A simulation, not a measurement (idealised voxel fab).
You're looking at the process module voxel released beams.
Shown is cross-section cut, with a width of 255 nm and square cells of size 5 nm.
Cross-section = grid of square cells, listed top down in bands; band = one or more rows. For a band, the entry starts with two heights in nm, that of the top and then that of the bottom, and carries on with the band's materials in order from left to right, each alongside its width in nm; the word "everywhere" beside a single material means it fills the band edge to edge, and "air" means empty space. Convention: height 0 is the level below which the wafer, as received, is all one material. The lowest band does not terminate at the bottom but continues downward, represented as "0 down". Think of "30 to 40" as a width that walks from the first number to the second as you go down the band, top row to bottom row, taking equal-sized steps from row to row. Basically "no alteration" means that step didn't change any cell in the cross-section. Entry "Closed cavities". Content: empty spaces with no open connection to the top, size 8 cells or greater. Each: width x height at distance. Distance: from left edge. Unit: nm. What comes after the settings on a step's line is commentary from the simulator itself on that step. "overlay nm", when on a step's line for a step with a mask, measures how far to the right of its planned place the mask lay; a negative measure means to the left.
**Intended process steps**
1 RECEIVE: material Si
2 CONFORMAL_DEP: material Al2O3, thk nm 10
3 DIRECTIONAL_DEP: material SiO2, thk nm 15
4 PATTERN: tone open, mask id ANCHOR, material resist, width nm 35, thk nm 15, overlay nm 0
5 DIRECTIONAL_ETCH: etch materials SiO2, depth nm 15
6 STRIP: etch materials resist
7 CONFORMAL_DEP: material polySi, thk nm 10
8 PATTERN: tone cover, mask id BEAM, material resist, width nm 120, thk nm 15, overlay nm 0
9 DIRECTIONAL_ETCH: etch materials polySi, depth nm 10
10 STRIP: etch materials resist
11 STRIP: etch materials SiO2
**Cross-section of the wafer at receipt, which is the condition after step 1**
	0 down | Si everywhere
	Closed cavities: none
**End-of-module XS, first of two wafers, run as planned**
	35 to 25 | air (65) / polySi (15) / air (15) / polySi (90) / air (70)
	25 to 20 | air (70) / polySi (10) / air (15) / polySi (10) / air (150)
	20 to 10 | air (70) / polySi (35) / air (150)
	10 to 0 | Al2O3 everywhere
	0 down | Si everywhere
	Closed cavities: none
**Second wafer through the module, sectioned at the end: same beginning and same plan as the first wafer, with one mistake in carrying it out**
	25 to 15 | air (65) / polySi (15) / air (15) / polySi (90) / air (70)
	15 to 10 | air (70) / polySi (10) / air (15) / polySi (10) / air (150)
	10 to 0 | air (70) / polySi (35) / air (150)
	0 down | Si everywhere
	Closed cavities: none
So what did we get wrong on this run? step 2 of the plan was omitted and not executed
Cell-count delta at end, second wafer over first, by material: Al2O3: 102 fewer
